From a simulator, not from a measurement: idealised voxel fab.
The document below concerns the process module designated voxel released beams.
This is section cut - it's 295 nm across, gridded in 5 nm square cells.
We lay out every cross-section as a grid of square cells and spell it out in bands from the top down, where one band means one or more rows of cells. Each band's line starts with the height of the band's top and of its bottom, in nm. Then come its materials from left to right, each with its width in nm. One material with "throughout" fills the band from edge to edge. "empty" is empty space. Zero point of the height axis is 0; under it, received wafer = one material. Lowest band: continues down indefinitely, "0 and below". Width: "30->40" (first number = top row, second number = bottom row, same change from row to row of cells). "remains unaltered" for a step: no cell of the cross-section changed in that step. For the entry "Tabulated closed voids", the listed items are empty spaces with no open way to the top whose size is 8 cells or more; each item follows the pattern width x height at distance, where distance is from the left edge and all three are in nm. Formally, on a step line, whatever follows the settings is a remark that the simulator itself makes on the step. The optional step-line setting "overlay nm" applies to steps with a mask and quantifies how far to the right of its planned location the mask lay, a negative value indicating leftward placement.
### The planned process steps are enumerated hereunder
- 1: RECEIVE,material Si
- 2: CONFORMAL_DEP,material SiN,thk nm 5
- 3: DIRECTIONAL_DEP,material SiO2,thk nm 15
- 4: PATTERN,tone open,mask id ANCHOR,material resist,width nm 35,thk nm 15,overlay nm 0
- 5: DIRECTIONAL_ETCH,etch materials SiO2,depth nm 15
- 6: STRIP,etch materials resist
- 7: CONFORMAL_DEP,material polySi,thk nm 15
- 8: DIRECTIONAL_DEP,material aC,thk nm 15
- 9: PATTERN,tone cover,mask id BEAM,material resist,width nm 110,thk nm 35,overlay nm 0
- 10: DIRECTIONAL_ETCH,etch materials aC,depth nm 15
- 11: STRIP,etch materials resist
- 12: DIRECTIONAL_ETCH,etch materials polySi,depth nm 15
- 13: STRIP,etch materials aC
- 14: STRIP,etch materials SiO2
### Received-state cross-section, reflecting completion of step 1
0 and below = Si throughout
Tabulated closed voids: none
### Cross-section: first of two wafers, module finished, run according to plan
35 down to 20 = empty 90  polySi 20  empty 5  polySi 85  empty 95
20 down to 5 = empty 95  polySi 35  empty 165
5 down to 0 = SiN throughout
0 and below = Si throughout
Tabulated closed voids: none
### The second wafer, shown in cross-section after the module: started the same way as the first and given the same plan, yet one mistake crept into how it was run
50 down to 35 = empty 90  polySi 110  empty 95
35 down to 20 = polySi throughout
20 down to 5 = SiO2 95  polySi 35  SiO2 165
5 down to 0 = SiN throughout
0 and below = Si throughout
Tabulated closed voids: none
Deviation noted in wafer processing: step 7 from the plan got run twice
FYI, end of process, the second wafer has more or fewer cells of some materials than the first: +156 SiO2, +180 polySi
